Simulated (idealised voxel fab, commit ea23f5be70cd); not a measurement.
This is a process module. Its name is voxel capacitor over wiring.
This is section cut - it's 150 nm across, gridded in 5 nm square cells.
A cross-section is a grid of square cells, given in bands from the top down. A band is one or more rows of cells.
Top height, bottom height, nm. Materials left to right, width each, nm. Single material + "all across" = fills band edge to edge. "blank" = empty.
It should be noted that heights are counted from 0, beneath which the wafer as supplied is of one material throughout, and that the lowest band possesses no lower boundary but continues downward, as written in "z 0 and below".
Graded width ("30 to 40"): value in top row of band = first number; value in bottom row = second number; row-to-row change constant.
What does "nothing got changed" mean for a step? It means no cell of the cross-section changed in that step.
Reported under the label "closed voids" are the empty spaces having no open way to the top and comprising 8 cells or more; the notation for each is width x height at distance, in which the distance is measured from the left edge and all three values are in nm.
If you see something after the settings on a step's line, that's the simulator's own remark about that step.
"overlay nm" answers the question of how far to the right of plan the mask lay on a step that has a mask, and when it is negative the answer is to the left.

## Planned process steps
| 1 | RECEIVE: material Si |
| 2 | CONFORMAL_DEP: material SiO2, thk nm 15 |
| 3 | DIRECTIONAL_DEP: material TiN, thk nm 5 |
| 4 | DIRECTIONAL_DEP: material Ru, thk nm 15 |
| 5 | MASKED_ETCH: tone cover, mask id METAL_1, width nm 20, pitch nm 75, etch materials Ru, depth nm 15, overlay nm 0 |
| 6 | MASKED_ETCH: tone cover, mask id METAL_1, width nm 20, pitch nm 75, etch materials TiN, depth nm 5, overlay nm 0 |
| 7 | FILL_DEP: material lowk, thk nm 5 |
| 8 | CMP: height nm 35 |
| 9 | CONFORMAL_DEP: material SiCN, thk nm 5 |
| 10 | DIRECTIONAL_DEP: material SiO2, thk nm 10 |
| 11 | DIRECTIONAL_DEP: material aC, thk nm 10 |
| 12 | PATTERN: tone open, mask id PLUG_1, material resist, width nm 15, thk nm 30, overlay nm 0 |
| 13 | DIRECTIONAL_ETCH: etch materials aC, depth nm 10 |
| 14 | STRIP: etch materials resist |
| 15 | DIRECTIONAL_ETCH: etch materials SiO2, depth nm 10 |
| 16 | DIRECTIONAL_ETCH: etch materials SiCN, depth nm 5 |
| 17 | STRIP: etch materials aC |
| 18 | EPI: material Ru, thk nm 10 |
| 19 | EPI: material Ru, thk nm 5 |
| 20 | DIRECTIONAL_DEP: material TiN, thk nm 10 |
| 21 | DIRECTIONAL_DEP: material Al2O3, thk nm 5 |
| 22 | DIRECTIONAL_DEP: material TiN, thk nm 5 |
| 23 | DIRECTIONAL_DEP: material aC, thk nm 10 |
| 24 | PATTERN: tone cover, mask id UPPER_PLATE, material resist, width nm 60, thk nm 25, overlay nm 0 |
| 25 | DIRECTIONAL_ETCH: etch materials aC, depth nm 10 |
| 26 | STRIP: etch materials resist |
| 27 | DIRECTIONAL_ETCH: etch materials TiN, depth nm 5 |
| 28 | DIRECTIONAL_ETCH: etch materials Al2O3, depth nm 5 |
| 29 | STRIP: etch materials aC |
| 30 | DIRECTIONAL_DEP: material aC, thk nm 15 |
| 31 | PATTERN: tone cover, mask id LOWER_PLATE, material resist, width nm 70, thk nm 30, overlay nm 0 |
| 32 | DIRECTIONAL_ETCH: etch materials aC, depth nm 15 |
| 33 | STRIP: etch materials resist |
| 34 | DIRECTIONAL_ETCH: etch materials TiN, depth nm 10 |
| 35 | STRIP: etch materials aC |
| 36 | FILL_DEP: material SiO2, thk nm 20 |
| 37 | CMP: height nm 85 |
| 38 | MASKED_ETCH: tone open, mask id PLUG_2, width nm 15, etch materials SiO2, depth nm 15, overlay nm 0 |
| 39 | CONFORMAL_DEP: material TiN, thk nm 5 |
| 40 | FILL_DEP: material W, thk nm 10 |
| 41 | CMP: height nm 85 |
| 42 | CONFORMAL_DEP: material SiN, thk nm 5 |
Among the wafers covered here, the point of difference is the width nm at step 38; their starting state is shared, and the plan presents the value of the first wafer.

## first wafer as received, after step 1
  z 0 and below: Si all across
  closed voids: none

## Post step 42, the closing step of the module: first of several wafers, cross-sectioned
  z 90 to 85: SiN all across
  z 85 to 75: 40 of SiO2 | 5 of TiN | 5 of W | 5 of TiN | 95 of SiO2
  z 75 to 65: 40 to 30 of SiO2 | 15 to 60 of TiN | 95 to 60 of SiO2
  z 65 to 60: 30 of SiO2 | 60 of Al2O3 | 60 of SiO2
  z 60 to 50: 25 of SiO2 | 70 of TiN | 55 of SiO2
  z 50 to 40: 30 of SiO2 | 15 of Ru | 105 of SiO2
  z 40 to 35: 30 of SiCN | 15 of Ru | 105 of SiCN
  z 35 to 20: 25 of lowk | 20 of Ru | 55 of lowk | 20 of Ru | 30 of lowk
  z 20 to 15: 25 of lowk | 20 of TiN | 55 of lowk | 20 of TiN | 30 of lowk
  z 15 to 0: SiO2 all across
  z 0 and below: Si all across
  closed voids: none

## Final wafer cross-section at module end
  z 90 to 85: SiN all across
  z 85 to 75: 35 of SiO2 | 5 of TiN | 20 of W | 5 of TiN | 85 of SiO2
  z 75 to 65: 35 to 30 of SiO2 | 30 to 60 of TiN | 85 to 60 of SiO2
  z 65 to 60: 30 of SiO2 | 60 of Al2O3 | 60 of SiO2
  z 60 to 50: 25 of SiO2 | 70 of TiN | 55 of SiO2
  z 50 to 40: 30 of SiO2 | 15 of Ru | 105 of SiO2
  z 40 to 35: 30 of SiCN | 15 of Ru | 105 of SiCN
  z 35 to 20: 25 of lowk | 20 of Ru | 55 of lowk | 20 of Ru | 30 of lowk
  z 20 to 15: 25 of lowk | 20 of TiN | 55 of lowk | 20 of TiN | 30 of lowk
  z 15 to 0: SiO2 all across
  z 0 and below: Si all across
  closed voids: none

## Heads up, this table goes wafer by wafer. A row tells you, at the end of the module, how many cells of each material that wafer has put on (+) or dropped (-) since it was received, and then its closed voids
width nm 15, +12 Al2O3, +33 Ru, +27 SiCN, +30 SiN, +293 SiO2, +55 TiN, +2 W, +88 lowk, closed voids: none
width nm 20, +12 Al2O3, +33 Ru, +27 SiCN, +30 SiN, +290 SiO2, +56 TiN, +4 W, +88 lowk, closed voids: none
width nm 25, +12 Al2O3, +33 Ru, +27 SiCN, +30 SiN, +287 SiO2, +57 TiN, +6 W, +88 lowk, closed voids: none
width nm 30, +12 Al2O3, +33 Ru, +27 SiCN, +30 SiN, +284 SiO2, +58 TiN, +8 W, +88 lowk, closed voids: none
